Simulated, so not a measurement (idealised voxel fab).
process module | voxel ribs on slabs
cross-section cut | 270 nm wide | cells 5 nm
A cross-section is a grid of square cells, given in bands from the top down. A band is one or more rows of cells.
Each band's line starts with the height of the band's top and of its bottom, in nm. Then come its materials from left to right, each with its width in nm. One material with "throughout" fills the band from edge to edge. "air" is empty space.
Height 0 is the level under which the wafer as received is all one material. The lowest band goes on downwards, as in "0 down".
A width such as "30 to 40" changes by the same amount from each row of cells to the next, from the band's top row to its bottom row.
"no change" after a step means that no cell of the cross-section changed.
closed voids: empty space of 8 cells or more with no open way to the top, each as width x height at its distance from the left edge, in nm
after a step's settings: what the simulator itself notes on the step
overlay nm, on a step with a mask: how far to the right of its planned place the mask lay; to the left if negative
plan
1 op RECEIVE | material Si
2 op DIRECTIONAL_DEP | material SiO2 | thk nm 25
3 op DIRECTIONAL_DEP | material SiN | thk nm 20
4 op PATTERN | tone cover | mask id RIB | material resist | width nm 15 | thk nm 20 | overlay nm 0
5 op DIRECTIONAL_ETCH | etch materials SiN | depth nm 5
6 op STRIP | etch materials resist
7 op PATTERN | tone cover | mask id SLAB | material resist | width nm 75 | thk nm 20 | overlay nm 0
8 op DIRECTIONAL_ETCH | etch materials SiN | depth nm 15
9 op STRIP | etch materials resist
10 op FILL_DEP | material SiO2 | thk nm 25
11 op CMP | height nm 60
12 op DIRECTIONAL_DEP | material W | thk nm 5
13 op MASKED_ETCH | tone cover | mask id HEATER | width nm 25 | etch materials W | depth nm 5 | overlay nm 0
14 op CONFORMAL_DEP | material SiO2 | thk nm 5
as received, after step 1
  0 down: Si throughout
  closed voids: none
first wafer at the end, as planned
  70 to 65: air 115 | SiO2 35 | air 120
  65 to 60: SiO2 120 | W 25 | SiO2 125
  60 to 45: SiO2 throughout
  45 to 40: SiO2 125 | SiN 15 | SiO2 130
  40 to 25: SiO2 95 | SiN 75 | SiO2 100
  25 to 0: SiO2 throughout
  0 down: Si throughout
  closed voids: none
second wafer at the end: like start, like plan, one mistake
  70 to 65: air 115 | SiO2 35 | air 120
  65 to 60: SiO2 120 | W 25 | SiO2 125
  60 to 25: SiN throughout
  25 to 0: SiO2 throughout
  0 down: Si throughout
  closed voids: none
what went wrong: step 10 ran as: op FILL_DEP | material SiN | thk nm 25
at the end the second wafer has, in cells: 330 more of SiN | 330 fewer of SiO2
